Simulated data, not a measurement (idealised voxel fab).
voxel transistor to metal: a process module
This is section cut - it's 270 nm across, gridded in 5 nm square cells.
The cross-sections in this document take the form of a grid made of square cells. They are written out as bands, in order from top to bottom. Each band consists of one or more rows of cells. Top, bottom (nm), then materials left to right with widths (nm); lone material tagged "full width" fills the whole band edge to edge; "air" = empty space. Heights are measured from 0, the level below which the as-received wafer is all one material; the lowest band has no bottom and continues downward, written as in "0..down". The two numbers in a width such as "30 to 40" mark its ends across the band: the first belongs to the top row of cells, the second to the bottom row, and from each row to the next the width moves by the same amount. "stayed the same" -> step changed no cross-section cell. Look at "Enclosed void inventory" for the closed voids: empty spaces with no open path to the top, sized 8 cells or up. Each is width x height at distance, distance from the left edge, all nm. Read whatever lies past the settings on a step's line as the simulator's own remark about the step. Regarding "overlay nm": on a step with a mask, it is the distance the mask lay to the right of its planned place; a negative value places it to the left.

[Here's what the planned process steps look like]
1. RECEIVE (material Si)
2. OXIDIZE (depth nm 5)
3. CONFORMAL_DEP (material SiN; thk nm 15)
4. DIRECTIONAL_DEP (material aC; thk nm 10)
5. PATTERN (tone cover; mask id ACTIVE; material resist; width nm 105; pitch nm 135; thk nm 30; overlay nm 0)
6. DIRECTIONAL_ETCH (etch materials aC; depth nm 10)
7. STRIP (etch materials resist)
8. DIRECTIONAL_ETCH (etch materials SiN; depth nm 15)
9. DIRECTIONAL_ETCH (etch materials SiO2; depth nm 5)
10. DIRECTIONAL_ETCH (etch materials Si; depth nm 35)
11. STRIP (etch materials aC)
12. OXIDIZE (depth nm 5)
13. FILL_DEP (material SiO2; thk nm 15)
14. CMP (height nm 15)
15. SELECTIVE_ETCH (etch materials SiO2; depth nm 15)
16. STRIP (etch materials SiN)
17. SELECTIVE_ETCH (etch materials SiO2; depth nm 5)
18. OXIDIZE (depth nm 5)
19. DIRECTIONAL_DEP (material polySi; thk nm 25)
20. DIRECTIONAL_DEP (material SiCN; thk nm 10)
21. PATTERN (tone cover; mask id GATE; material resist; width nm 25; pitch nm 135; thk nm 15; overlay nm 0)
22. DIRECTIONAL_ETCH (etch materials SiCN; depth nm 20)
23. DIRECTIONAL_ETCH (etch materials polySi; depth nm 35)
24. STRIP (etch materials resist)
25. CONFORMAL_DEP (material SiO2; thk nm 5)
26. DIRECTIONAL_ETCH (etch materials SiO2; depth nm 5)
27. CONFORMAL_DEP (material SiN; thk nm 5)
28. DIRECTIONAL_ETCH (etch materials SiN; depth nm 5)
29. DIRECTIONAL_ETCH (etch materials SiO2; depth nm 5)
30. DIRECTIONAL_ETCH (etch materials Si; depth nm 10)
31. EPI (material pSi; thk nm 15)
32. FILL_DEP (material SiO2; thk nm 5)
33. CMP (height nm 30)
34. DIRECTIONAL_DEP (material SiO2; thk nm 10)
35. MASKED_ETCH (tone open; mask id CONTACT; width nm 15; etch materials SiO2; depth nm 45; overlay nm 0)
36. CONFORMAL_DEP (material TiN; thk nm 5)
37. FILL_DEP (material W; thk nm 10)
38. CMP (height nm 40)
39. DIRECTIONAL_DEP (material TiN; thk nm 5)
40. DIRECTIONAL_DEP (material W; thk nm 25)
41. PATTERN (tone cover; mask id METAL_1; material resist; width nm 15; thk nm 20; overlay nm 0)
42. DIRECTIONAL_ETCH (etch materials W; depth nm 25)
43. DIRECTIONAL_ETCH (etch materials TiN; depth nm 5)
44. STRIP (etch materials resist)
45. CONFORMAL_DEP (material SiCN; thk nm 5)
46. FILL_DEP (material SiO2; thk nm 5)
47. CMP (height nm 70)
48. CONFORMAL_DEP (material SiCN; thk nm 5)

[Below: the first of two wafers, run as planned]

[Cross-section of the incoming wafer, state after step 1]
- 0..down = Si full width
- Enclosed void inventory: none

[Wafer after step 2 (cross-section)]
- 0..-5 = SiO2 full width
- Under -5: no change, same as before.

[Wafer after step 3 (cross-section)]
- 15..0 = SiN full width
- Under 0: no change, same as before.

[Wafer after step 4 (cross-section)]
- 25..15 = aC full width
- Under 15: no change, same as before.

[Wafer after step 5 (cross-section)]
- 55..25 = air 15 nm, then resist 105 nm, then air 30 nm, then resist 105 nm, then air 15 nm
- Under 25: no change, same as before.

[Wafer after step 6 (cross-section)]
- 45..25 = air 15 nm, then resist 105 nm, then air 30 nm, then resist 105 nm, then air 15 nm
- 25..15 = air 15 nm, then aC 105 nm, then air 30 nm, then aC 105 nm, then air 15 nm
- Under 15: no change, same as before.

[Wafer after step 7 (cross-section)]
- 25..15 = air 15 nm, then aC 105 nm, then air 30 nm, then aC 105 nm, then air 15 nm
- Under 15: no change, same as before.

[Wafer after step 8 (cross-section)]
- 25..15 = air 15 nm, then aC 105 nm, then air 30 nm, then aC 105 nm, then air 15 nm
- 15..0 = air 15 nm, then SiN 105 nm, then air 30 nm, then SiN 105 nm, then air 15 nm
- Under 0: no change, same as before.

[Wafer after step 9 (cross-section)]
- 25..15 = air 15 nm, then aC 105 nm, then air 30 nm, then aC 105 nm, then air 15 nm
- 15..0 = air 15 nm, then SiN 105 nm, then air 30 nm, then SiN 105 nm, then air 15 nm
- 0..-5 = air 15 nm, then SiO2 105 nm, then air 30 nm, then SiO2 105 nm, then air 15 nm
- Under -5: no change, same as before.

[Wafer after step 10 (cross-section)]
- 25..15 = air 15 nm, then aC 105 nm, then air 30 nm, then aC 105 nm, then air 15 nm
- 15..0 = air 15 nm, then SiN 105 nm, then air 30 nm, then SiN 105 nm, then air 15 nm
- 0..-5 = air 15 nm, then SiO2 105 nm, then air 30 nm, then SiO2 105 nm, then air 15 nm
- -5..-40 = air 15 nm, then Si 105 nm, then air 30 nm, then Si 105 nm, then air 15 nm
- Under -40: no change, same as before.

[Wafer after step 11 (cross-section)]
- 15..0 = air 15 nm, then SiN 105 nm, then air 30 nm, then SiN 105 nm, then air 15 nm
- Under 0: no change, same as before.

[Wafer after step 12 (cross-section)]
- 15..0 = air 15 nm, then SiN 105 nm, then air 30 nm, then SiN 105 nm, then air 15 nm
- 0..-5 = air 15 nm, then SiO2 105 nm, then air 30 nm, then SiO2 105 nm, then air 15 nm
- -5..-40 = air 15 nm, then SiO2 5 nm, then Si 95 nm, then SiO2 5 nm, then air 30 nm, then SiO2 5 nm, then Si 95 nm, then SiO2 5 nm, then air 15 nm
- -40..-45 = SiO2 20 nm, then Si 95 nm, then SiO2 40 nm, then Si 95 nm, then SiO2 20 nm
- Under -45: no change, same as before.

[Wafer after step 13 (cross-section)]
- 30..15 = SiO2 full width
- 15..0 = SiO2 15 nm, then SiN 105 nm, then SiO2 30 nm, then SiN 105 nm, then SiO2 15 nm
- 0..-5 = SiO2 full width
- -5..-45 = SiO2 20 nm, then Si 95 nm, then SiO2 40 nm, then Si 95 nm, then SiO2 20 nm
- Under -45: no change, same as before.

[Wafer after step 14 (cross-section)]
- 15..0 = SiO2 15 nm, then SiN 105 nm, then SiO2 30 nm, then SiN 105 nm, then SiO2 15 nm
- Under 0: no change, same as before.

[Wafer after step 15 (cross-section)]
- 15..0 = air 15 nm, then SiN 105 nm, then air 30 nm, then SiN 105 nm, then air 15 nm
- Under 0: no change, same as before.

[Wafer after step 16 (cross-section)]
- 0..-5 = SiO2 full width
- Under -5: no change, same as before.

[Wafer after step 17 (cross-section)]
- -5..-45 = SiO2 20 nm, then Si 95 nm, then SiO2 40 nm, then Si 95 nm, then SiO2 20 nm
- Under -45: no change, same as before.

[Wafer after step 18 (cross-section)]
- -5..-10 = SiO2 full width
- Under -10: no change, same as before.

[Wafer after step 19 (cross-section)]
- 20..-5 = polySi full width
- Under -5: no change, same as before.

[Wafer after step 20 (cross-section)]
- 30..20 = SiCN full width
- Under 20: no change, same as before.

[Wafer after step 21 (cross-section)]
- 45..30 = air 55 nm, then resist 25 nm, then air 110 nm, then resist 25 nm, then air 55 nm
- Under 30: no change, same as before.

[Wafer after step 22 (cross-section)]
- 45..30 = air 55 nm, then resist 25 nm, then air 110 nm, then resist 25 nm, then air 55 nm
- 30..20 = air 55 nm, then SiCN 25 nm, then air 110 nm, then SiCN 25 nm, then air 55 nm
- Under 20: no change, same as before.

[Wafer after step 23 (cross-section)]
- 45..30 = air 55 nm, then resist 25 nm, then air 110 nm, then resist 25 nm, then air 55 nm
- 30..20 = air 55 nm, then SiCN 25 nm, then air 110 nm, then SiCN 25 nm, then air 55 nm
- 20..-5 = air 55 nm, then polySi 25 nm, then air 110 nm, then polySi 25 nm, then air 55 nm
- Under -5: no change, same as before.

[Wafer after step 24 (cross-section)]
- 30..20 = air 55 nm, then SiCN 25 nm, then air 110 nm, then SiCN 25 nm, then air 55 nm
- Under 20: no change, same as before.

[Wafer after step 25 (cross-section)]
- 35..30 = air 50 nm, then SiO2 35 nm, then air 100 nm, then SiO2 35 nm, then air 50 nm
- 30..20 = air 50 nm, then SiO2 5 nm, then SiCN 25 nm, then SiO2 5 nm, then air 100 nm, then SiO2 5 nm, then SiCN 25 nm, then SiO2 5 nm, then air 50 nm
- 20..0 = air 50 nm, then SiO2 5 nm, then polySi 25 nm, then SiO2 5 nm, then air 100 nm, then SiO2 5 nm, then polySi 25 nm, then SiO2 5 nm, then air 50 nm
- 0..-5 = SiO2 55 nm, then polySi 25 nm, then SiO2 110 nm, then polySi 25 nm, then SiO2 55 nm
- Under -5: no change, same as before.

[Wafer after step 26 (cross-section)]
- 30..20 = air 50 nm, then SiO2 5 nm, then SiCN 25 nm, then SiO2 5 nm, then air 100 nm, then SiO2 5 nm, then SiCN 25 nm, then SiO2 5 nm, then air 50 nm
- 20..-5 = air 50 nm, then SiO2 5 nm, then polySi 25 nm, then SiO2 5 nm, then air 100 nm, then SiO2 5 nm, then polySi 25 nm, then SiO2 5 nm, then air 50 nm
- Under -5: no change, same as before.

[Wafer after step 27 (cross-section)]
- 35..30 = air 45 nm, then SiN 45 nm, then air 90 nm, then SiN 45 nm, then air 45 nm
- 30..20 = air 45 nm, then SiN 5 nm, then SiO2 5 nm, then SiCN 25 nm, then SiO2 5 nm, then SiN 5 nm, then air 90 nm, then SiN 5 nm, then SiO2 5 nm, then SiCN 25 nm, then SiO2 5 nm, then SiN 5 nm, then air 45 nm
- 20..0 = air 45 nm, then SiN 5 nm, then SiO2 5 nm, then polySi 25 nm, then SiO2 5 nm, then SiN 5 nm, then air 90 nm, then SiN 5 nm, then SiO2 5 nm, then polySi 25 nm, then SiO2 5 nm, then SiN 5 nm, then air 45 nm
- 0..-5 = SiN 50 nm, then SiO2 5 nm, then polySi 25 nm, then SiO2 5 nm, then SiN 100 nm, then SiO2 5 nm, then polySi 25 nm, then SiO2 5 nm, then SiN 50 nm
- Under -5: no change, same as before.

[Wafer after step 28 (cross-section)]
- 30..20 = air 45 nm, then SiN 5 nm, then SiO2 5 nm, then SiCN 25 nm, then SiO2 5 nm, then SiN 5 nm, then air 90 nm, then SiN 5 nm, then SiO2 5 nm, then SiCN 25 nm, then SiO2 5 nm, then SiN 5 nm, then air 45 nm
- 20..-5 = air 45 nm, then SiN 5 nm, then SiO2 5 nm, then polySi 25 nm, then SiO2 5 nm, then SiN 5 nm, then air 90 nm, then SiN 5 nm, then SiO2 5 nm, then polySi 25 nm, then SiO2 5 nm, then SiN 5 nm, then air 45 nm
- Under -5: no change, same as before.

[Wafer after step 29 (cross-section)]
- 30..25 = air 45 nm, then SiN 5 nm, then air 5 nm, then SiCN 25 nm, then air 5 nm, then SiN 5 nm, then air 90 nm, then SiN 5 nm, then air 5 nm, then SiCN 25 nm, then air 5 nm, then SiN 5 nm, then air 45 nm
- 25..20 = air 45 nm, then SiN 5 nm, then SiO2 5 nm, then SiCN 25 nm, then SiO2 5 nm, then SiN 5 nm, then air 90 nm, then SiN 5 nm, then SiO2 5 nm, then SiCN 25 nm, then SiO2 5 nm, then SiN 5 nm, then air 45 nm
- 20..-5 = air 45 nm, then SiN 5 nm, then SiO2 5 nm, then polySi 25 nm, then SiO2 5 nm, then SiN 5 nm, then air 90 nm, then SiN 5 nm, then SiO2 5 nm, then polySi 25 nm, then SiO2 5 nm, then SiN 5 nm, then air 45 nm
- -5..-10 = air 45 nm, then SiO2 45 nm, then air 90 nm, then SiO2 45 nm, then air 45 nm
- Under -10: no change, same as before.

[Wafer after step 30 (cross-section)]
- 30..25 = air 45 nm, then SiN 5 nm, then air 5 nm, then SiCN 25 nm, then air 5 nm, then SiN 5 nm, then air 90 nm, then SiN 5 nm, then air 5 nm, then SiCN 25 nm, then air 5 nm, then SiN 5 nm, then air 45 nm
- 25..20 = air 45 nm, then SiN 5 nm, then SiO2 5 nm, then SiCN 25 nm, then SiO2 5 nm, then SiN 5 nm, then air 90 nm, then SiN 5 nm, then SiO2 5 nm, then SiCN 25 nm, then SiO2 5 nm, then SiN 5 nm, then air 45 nm
- 20..-5 = air 45 nm, then SiN 5 nm, then SiO2 5 nm, then polySi 25 nm, then SiO2 5 nm, then SiN 5 nm, then air 90 nm, then SiN 5 nm, then SiO2 5 nm, then polySi 25 nm, then SiO2 5 nm, then SiN 5 nm, then air 45 nm
- -5..-10 = air 45 nm, then SiO2 45 nm, then air 90 nm, then SiO2 45 nm, then air 45 nm
- -10..-20 = SiO2 20 nm, then air 25 nm, then Si 45 nm, then air 25 nm, then SiO2 40 nm, then air 25 nm, then Si 45 nm, then air 25 nm, then SiO2 20 nm
- Under -20: no change, same as before.

[Wafer after step 31 (cross-section)]
- 30..25 = air 45 nm, then SiN 5 nm, then air 5 nm, then SiCN 25 nm, then air 5 nm, then SiN 5 nm, then air 90 nm, then SiN 5 nm, then air 5 nm, then SiCN 25 nm, then air 5 nm, then SiN 5 nm, then air 45 nm
- 25..20 = air 45 nm, then SiN 5 nm, then SiO2 5 nm, then SiCN 25 nm, then SiO2 5 nm, then SiN 5 nm, then air 90 nm, then SiN 5 nm, then SiO2 5 nm, then SiCN 25 nm, then SiO2 5 nm, then SiN 5 nm, then air 45 nm
- 20..5 = air 45 nm, then SiN 5 nm, then SiO2 5 nm, then polySi 25 nm, then SiO2 5 nm, then SiN 5 nm, then air 90 nm, then SiN 5 nm, then SiO2 5 nm, then polySi 25 nm, then SiO2 5 nm, then SiN 5 nm, then air 45 nm
- 5..-5 = air 30 nm, then pSi 15 nm, then SiN 5 nm, then SiO2 5 nm, then polySi 25 nm, then SiO2 5 nm, then SiN 5 nm, then pSi 15 nm, then air 60 nm, then pSi 15 nm, then SiN 5 nm, then SiO2 5 nm, then polySi 25 nm, then SiO2 5 nm, then SiN 5 nm, then pSi 15 nm, then air 30 nm
- -5..-10 = air 15 nm, then pSi 30 nm, then SiO2 45 nm, then pSi 30 nm, then air 30 nm, then pSi 30 nm, then SiO2 45 nm, then pSi 30 nm, then air 15 nm
- -10..-20 = SiO2 20 nm, then pSi 25 nm, then Si 45 nm, then pSi 25 nm, then SiO2 40 nm, then pSi 25 nm, then Si 45 nm, then pSi 25 nm, then SiO2 20 nm
- Under -20: no change, same as before.

[Wafer after step 32 (cross-section)]
- 35..30 = SiO2 full width
- 30..20 = SiO2 45 nm, then SiN 5 nm, then SiO2 5 nm, then SiCN 25 nm, then SiO2 5 nm, then SiN 5 nm, then SiO2 90 nm, then SiN 5 nm, then SiO2 5 nm, then SiCN 25 nm, then SiO2 5 nm, then SiN 5 nm, then SiO2 45 nm
- 20..5 = SiO2 45 nm, then SiN 5 nm, then SiO2 5 nm, then polySi 25 nm, then SiO2 5 nm, then SiN 5 nm, then SiO2 90 nm, then SiN 5 nm, then SiO2 5 nm, then polySi 25 nm, then SiO2 5 nm, then SiN 5 nm, then SiO2 45 nm
- 5..-5 = SiO2 30 nm, then pSi 15 nm, then SiN 5 nm, then SiO2 5 nm, then polySi 25 nm, then SiO2 5 nm, then SiN 5 nm, then pSi 15 nm, then SiO2 60 nm, then pSi 15 nm, then SiN 5 nm, then SiO2 5 nm, then polySi 25 nm, then SiO2 5 nm, then SiN 5 nm, then pSi 15 nm, then SiO2 30 nm
- -5..-10 = SiO2 15 nm, then pSi 30 nm, then SiO2 45 nm, then pSi 30 nm, then SiO2 30 nm, then pSi 30 nm, then SiO2 45 nm, then pSi 30 nm, then SiO2 15 nm
- Under -10: no change, same as before.

[Wafer after step 33 (cross-section)]
- 30..20 = SiO2 45 nm, then SiN 5 nm, then SiO2 5 nm, then SiCN 25 nm, then SiO2 5 nm, then SiN 5 nm, then SiO2 90 nm, then SiN 5 nm, then SiO2 5 nm, then SiCN 25 nm, then SiO2 5 nm, then SiN 5 nm, then SiO2 45 nm
- Under 20: no change, same as before.

[Wafer after step 34 (cross-section)]
- 40..30 = SiO2 full width
- Under 30: no change, same as before.

[Wafer after step 35 (cross-section)]
- 40..30 = SiO2 20 nm, then air 15 nm, then SiO2 65 nm, then air 15 nm, then SiO2 40 nm, then air 15 nm, then SiO2 65 nm, then air 15 nm, then SiO2 20 nm
- 30..20 = SiO2 20 nm, then air 15 nm, then SiO2 10 nm, then SiN 5 nm, then SiO2 5 nm, then SiCN 25 nm, then SiO2 5 nm, then SiN 5 nm, then SiO2 10 nm, then air 15 nm, then SiO2 40 nm, then air 15 nm, then SiO2 10 nm, then SiN 5 nm, then SiO2 5 nm, then SiCN 25 nm, then SiO2 5 nm, then SiN 5 nm, then SiO2 10 nm, then air 15 nm, then SiO2 20 nm
- 20..5 = SiO2 20 nm, then air 15 nm, then SiO2 10 nm, then SiN 5 nm, then SiO2 5 nm, then polySi 25 nm, then SiO2 5 nm, then SiN 5 nm, then SiO2 10 nm, then air 15 nm, then SiO2 40 nm, then air 15 nm, then SiO2 10 nm, then SiN 5 nm, then SiO2 5 nm, then polySi 25 nm, then SiO2 5 nm, then SiN 5 nm, then SiO2 10 nm, then air 15 nm, then SiO2 20 nm
- 5..-5 = SiO2 20 nm, then air 10 nm, then pSi 15 nm, then SiN 5 nm, then SiO2 5 nm, then polySi 25 nm, then SiO2 5 nm, then SiN 5 nm, then pSi 15 nm, then air 10 nm, then SiO2 40 nm, then air 10 nm, then pSi 15 nm, then SiN 5 nm, then SiO2 5 nm, then polySi 25 nm, then SiO2 5 nm, then SiN 5 nm, then pSi 15 nm, then air 10 nm, then SiO2 20 nm
- Under -5: no change, same as before.

[Wafer after step 36 (cross-section)]
- 45..40 = TiN 25 nm, then air 5 nm, then TiN 75 nm, then air 5 nm, then TiN 50 nm, then air 5 nm, then TiN 75 nm, then air 5 nm, then TiN 25 nm
- 40..30 = SiO2 20 nm, then TiN 5 nm, then air 5 nm, then TiN 5 nm, then SiO2 65 nm, then TiN 5 nm, then air 5 nm, then TiN 5 nm, then SiO2 40 nm, then TiN 5 nm, then air 5 nm, then TiN 5 nm, then SiO2 65 nm, then TiN 5 nm, then air 5 nm, then TiN 5 nm, then SiO2 20 nm
- 30..20 = SiO2 20 nm, then TiN 5 nm, then air 5 nm, then TiN 5 nm, then SiO2 10 nm, then SiN 5 nm, then SiO2 5 nm, then SiCN 25 nm, then SiO2 5 nm, then SiN 5 nm, then SiO2 10 nm, then TiN 5 nm, then air 5 nm, then TiN 5 nm, then SiO2 40 nm, then TiN 5 nm, then air 5 nm, then TiN 5 nm, then SiO2 10 nm, then SiN 5 nm, then SiO2 5 nm, then SiCN 25 nm, then SiO2 5 nm, then SiN 5 nm, then SiO2 10 nm, then TiN 5 nm, then air 5 nm, then TiN 5 nm, then SiO2 20 nm
- 20..10 = SiO2 20 nm, then TiN 5 nm, then air 5 nm, then TiN 5 nm, then SiO2 10 nm, then SiN 5 nm, then SiO2 5 nm, then polySi 25 nm, then SiO2 5 nm, then SiN 5 nm, then SiO2 10 nm, then TiN 5 nm, then air 5 nm, then TiN 5 nm, then SiO2 40 nm, then TiN 5 nm, then air 5 nm, then TiN 5 nm, then SiO2 10 nm, then SiN 5 nm, then SiO2 5 nm, then polySi 25 nm, then SiO2 5 nm, then SiN 5 nm, then SiO2 10 nm, then TiN 5 nm, then air 5 nm, then TiN 5 nm, then SiO2 20 nm
- 10..5 = SiO2 20 nm, then TiN 15 nm, then SiO2 10 nm, then SiN 5 nm, then SiO2 5 nm, then polySi 25 nm, then SiO2 5 nm, then SiN 5 nm, then SiO2 10 nm, then TiN 15 nm, then SiO2 40 nm, then TiN 15 nm, then SiO2 10 nm, then SiN 5 nm, then SiO2 5 nm, then polySi 25 nm, then SiO2 5 nm, then SiN 5 nm, then SiO2 10 nm, then TiN 15 nm, then SiO2 20 nm
- 5..-5 = SiO2 20 nm, then TiN 10 nm, then pSi 15 nm, then SiN 5 nm, then SiO2 5 nm, then polySi 25 nm, then SiO2 5 nm, then SiN 5 nm, then pSi 15 nm, then TiN 10 nm, then SiO2 40 nm, then TiN 10 nm, then pSi 15 nm, then SiN 5 nm, then SiO2 5 nm, then polySi 25 nm, then SiO2 5 nm, then SiN 5 nm, then pSi 15 nm, then TiN 10 nm, then SiO2 20 nm
- Under -5: no change, same as before.

[Wafer after step 37 (cross-section)]
- 55..45 = W full width
- 45..40 = TiN 25 nm, then W 5 nm, then TiN 75 nm, then W 5 nm, then TiN 50 nm, then W 5 nm, then TiN 75 nm, then W 5 nm, then TiN 25 nm
- 40..30 = SiO2 20 nm, then TiN 5 nm, then W 5 nm, then TiN 5 nm, then SiO2 65 nm, then TiN 5 nm, then W 5 nm, then TiN 5 nm, then SiO2 40 nm, then TiN 5 nm, then W 5 nm, then TiN 5 nm, then SiO2 65 nm, then TiN 5 nm, then W 5 nm, then TiN 5 nm, then SiO2 20 nm
- 30..20 = SiO2 20 nm, then TiN 5 nm, then W 5 nm, then TiN 5 nm, then SiO2 10 nm, then SiN 5 nm, then SiO2 5 nm, then SiCN 25 nm, then SiO2 5 nm, then SiN 5 nm, then SiO2 10 nm, then TiN 5 nm, then W 5 nm, then TiN 5 nm, then SiO2 40 nm, then TiN 5 nm, then W 5 nm, then TiN 5 nm, then SiO2 10 nm, then SiN 5 nm, then SiO2 5 nm, then SiCN 25 nm, then SiO2 5 nm, then SiN 5 nm, then SiO2 10 nm, then TiN 5 nm, then W 5 nm, then TiN 5 nm, then SiO2 20 nm
- 20..10 = SiO2 20 nm, then TiN 5 nm, then W 5 nm, then TiN 5 nm, then SiO2 10 nm, then SiN 5 nm, then SiO2 5 nm, then polySi 25 nm, then SiO2 5 nm, then SiN 5 nm, then SiO2 10 nm, then TiN 5 nm, then W 5 nm, then TiN 5 nm, then SiO2 40 nm, then TiN 5 nm, then W 5 nm, then TiN 5 nm, then SiO2 10 nm, then SiN 5 nm, then SiO2 5 nm, then polySi 25 nm, then SiO2 5 nm, then SiN 5 nm, then SiO2 10 nm, then TiN 5 nm, then W 5 nm, then TiN 5 nm, then SiO2 20 nm
- Under 10: no change, same as before.

[Wafer after step 38 (cross-section)]
- 40..30 = SiO2 20 nm, then TiN 5 nm, then W 5 nm, then TiN 5 nm, then SiO2 65 nm, then TiN 5 nm, then W 5 nm, then TiN 5 nm, then SiO2 40 nm, then TiN 5 nm, then W 5 nm, then TiN 5 nm, then SiO2 65 nm, then TiN 5 nm, then W 5 nm, then TiN 5 nm, then SiO2 20 nm
- Under 30: no change, same as before.

[Wafer after step 39 (cross-section)]
- 45..40 = TiN full width
- Under 40: no change, same as before.

[Wafer after step 40 (cross-section)]
- 70..45 = W full width
- Under 45: no change, same as before.

[Wafer after step 41 (cross-section)]
- 90..70 = air 20 nm, then resist 15 nm, then air 65 nm, then resist 15 nm, then air 40 nm, then resist 15 nm, then air 65 nm, then resist 15 nm, then air 20 nm
- Under 70: no change, same as before.

[Wafer after step 42 (cross-section)]
- 90..70 = air 20 nm, then resist 15 nm, then air 65 nm, then resist 15 nm, then air 40 nm, then resist 15 nm, then air 65 nm, then resist 15 nm, then air 20 nm
- 70..45 = air 20 nm, then W 15 nm, then air 65 nm, then W 15 nm, then air 40 nm, then W 15 nm, then air 65 nm, then W 15 nm, then air 20 nm
- Under 45: no change, same as before.

[Wafer after step 43 (cross-section)]
- 90..70 = air 20 nm, then resist 15 nm, then air 65 nm, then resist 15 nm, then air 40 nm, then resist 15 nm, then air 65 nm, then resist 15 nm, then air 20 nm
- 70..45 = air 20 nm, then W 15 nm, then air 65 nm, then W 15 nm, then air 40 nm, then W 15 nm, then air 65 nm, then W 15 nm, then air 20 nm
- 45..40 = air 20 nm, then TiN 15 nm, then air 65 nm, then TiN 15 nm, then air 40 nm, then TiN 15 nm, then air 65 nm, then TiN 15 nm, then air 20 nm
- Under 40: no change, same as before.

[Wafer after step 44 (cross-section)]
- 70..45 = air 20 nm, then W 15 nm, then air 65 nm, then W 15 nm, then air 40 nm, then W 15 nm, then air 65 nm, then W 15 nm, then air 20 nm
- Under 45: no change, same as before.

[Wafer after step 45 (cross-section)]
- 75..70 = air 15 nm, then SiCN 25 nm, then air 55 nm, then SiCN 25 nm, then air 30 nm, then SiCN 25 nm, then air 55 nm, then SiCN 25 nm, then air 15 nm
- 70..45 = air 15 nm, then SiCN 5 nm, then W 15 nm, then SiCN 5 nm, then air 55 nm, then SiCN 5 nm, then W 15 nm, then SiCN 5 nm, then air 30 nm, then SiCN 5 nm, then W 15 nm, then SiCN 5 nm, then air 55 nm, then SiCN 5 nm, then W 15 nm, then SiCN 5 nm, then air 15 nm
- 45..40 = SiCN 20 nm, then TiN 15 nm, then SiCN 65 nm, then TiN 15 nm, then SiCN 40 nm, then TiN 15 nm, then SiCN 65 nm, then TiN 15 nm, then SiCN 20 nm
- Under 40: no change, same as before.

[Wafer after step 46 (cross-section)]
- 80..75 = SiO2 full width
- 75..70 = SiO2 15 nm, then SiCN 25 nm, then SiO2 55 nm, then SiCN 25 nm, then SiO2 30 nm, then SiCN 25 nm, then SiO2 55 nm, then SiCN 25 nm, then SiO2 15 nm
- 70..45 = SiO2 15 nm, then SiCN 5 nm, then W 15 nm, then SiCN 5 nm, then SiO2 55 nm, then SiCN 5 nm, then W 15 nm, then SiCN 5 nm, then SiO2 30 nm, then SiCN 5 nm, then W 15 nm, then SiCN 5 nm, then SiO2 55 nm, then SiCN 5 nm, then W 15 nm, then SiCN 5 nm, then SiO2 15 nm
- Under 45: no change, same as before.

[Wafer after step 47 (cross-section)]
- 70..45 = SiO2 15 nm, then SiCN 5 nm, then W 15 nm, then SiCN 5 nm, then SiO2 55 nm, then SiCN 5 nm, then W 15 nm, then SiCN 5 nm, then SiO2 30 nm, then SiCN 5 nm, then W 15 nm, then SiCN 5 nm, then SiO2 55 nm, then SiCN 5 nm, then W 15 nm, then SiCN 5 nm, then SiO2 15 nm
- Under 45: no change, same as before.

[Wafer after step 48 (cross-section)]
- 75..70 = SiCN full width
- Under 70: no change, same as before.

[Wafer two of the pair: same origin, same plan, one error during the run; identical to wafer one up to and including step 40]

[Second wafer, section view, time point: scheduled end of step 41]
- 90..70 = resist 20 nm, then air 15 nm, then resist 65 nm, then air 15 nm, then resist 40 nm, then air 15 nm, then resist 65 nm, then air 15 nm, then resist 20 nm
- Under 70: no change, same as before.

[Second wafer, section view, time point: scheduled end of step 42]
- 90..70 = resist 20 nm, then air 15 nm, then resist 65 nm, then air 15 nm, then resist 40 nm, then air 15 nm, then resist 65 nm, then air 15 nm, then resist 20 nm
- 70..45 = W 20 nm, then air 15 nm, then W 65 nm, then air 15 nm, then W 40 nm, then air 15 nm, then W 65 nm, then air 15 nm, then W 20 nm
- Under 45: no change, same as before.

[Second wafer, section view, time point: scheduled end of step 43]
- 90..70 = resist 20 nm, then air 15 nm, then resist 65 nm, then air 15 nm, then resist 40 nm, then air 15 nm, then resist 65 nm, then air 15 nm, then resist 20 nm
- 70..45 = W 20 nm, then air 15 nm, then W 65 nm, then air 15 nm, then W 40 nm, then air 15 nm, then W 65 nm, then air 15 nm, then W 20 nm
- 45..40 = TiN 20 nm, then air 15 nm, then TiN 65 nm, then air 15 nm, then TiN 40 nm, then air 15 nm, then TiN 65 nm, then air 15 nm, then TiN 20 nm
- Under 40: no change, same as before.

[Second wafer, section view, time point: scheduled end of step 44]
- 70..45 = W 20 nm, then air 15 nm, then W 65 nm, then air 15 nm, then W 40 nm, then air 15 nm, then W 65 nm, then air 15 nm, then W 20 nm
- Under 45: no change, same as before.

[Second wafer, section view, time point: scheduled end of step 45]
- 75..70 = SiCN 25 nm, then air 5 nm, then SiCN 75 nm, then air 5 nm, then SiCN 50 nm, then air 5 nm, then SiCN 75 nm, then air 5 nm, then SiCN 25 nm
- 70..45 = W 20 nm, then SiCN 5 nm, then air 5 nm, then SiCN 5 nm, then W 65 nm, then SiCN 5 nm, then air 5 nm, then SiCN 5 nm, then W 40 nm, then SiCN 5 nm, then air 5 nm, then SiCN 5 nm, then W 65 nm, then SiCN 5 nm, then air 5 nm, then SiCN 5 nm, then W 20 nm
- 45..40 = TiN 20 nm, then SiCN 15 nm, then TiN 65 nm, then SiCN 15 nm, then TiN 40 nm, then SiCN 15 nm, then TiN 65 nm, then SiCN 15 nm, then TiN 20 nm
- Under 40: no change, same as before.

[Second wafer, section view, time point: scheduled end of step 46]
- 80..75 = SiO2 full width
- 75..70 = SiCN 25 nm, then SiO2 5 nm, then SiCN 75 nm, then SiO2 5 nm, then SiCN 50 nm, then SiO2 5 nm, then SiCN 75 nm, then SiO2 5 nm, then SiCN 25 nm
- 70..45 = W 20 nm, then SiCN 5 nm, then SiO2 5 nm, then SiCN 5 nm, then W 65 nm, then SiCN 5 nm, then SiO2 5 nm, then SiCN 5 nm, then W 40 nm, then SiCN 5 nm, then SiO2 5 nm, then SiCN 5 nm, then W 65 nm, then SiCN 5 nm, then SiO2 5 nm, then SiCN 5 nm, then W 20 nm
- Under 45: no change, same as before.

[Second wafer, section view, time point: scheduled end of step 47]
- 70..45 = W 20 nm, then SiCN 5 nm, then SiO2 5 nm, then SiCN 5 nm, then W 65 nm, then SiCN 5 nm, then SiO2 5 nm, then SiCN 5 nm, then W 40 nm, then SiCN 5 nm, then SiO2 5 nm, then SiCN 5 nm, then W 65 nm, then SiCN 5 nm, then SiO2 5 nm, then SiCN 5 nm, then W 20 nm
- Under 45: no change, same as before.

[Second wafer, section view, time point: scheduled end of step 48]
- 75..70 = SiCN full width
- Under 70: no change, same as before.
What broke from the plan during processing? in deviation from the planned setting, step 41 was conducted as PATTERN (tone open; mask id METAL_1; material resist; width nm 15; thk nm 20; overlay nm 0)
In the final state, the cell counts of the second wafer exceed or fall short of those of the first for the following materials: 30 fewer of SiCN, 150 fewer of SiO2, 30 more of TiN, 150 more of W
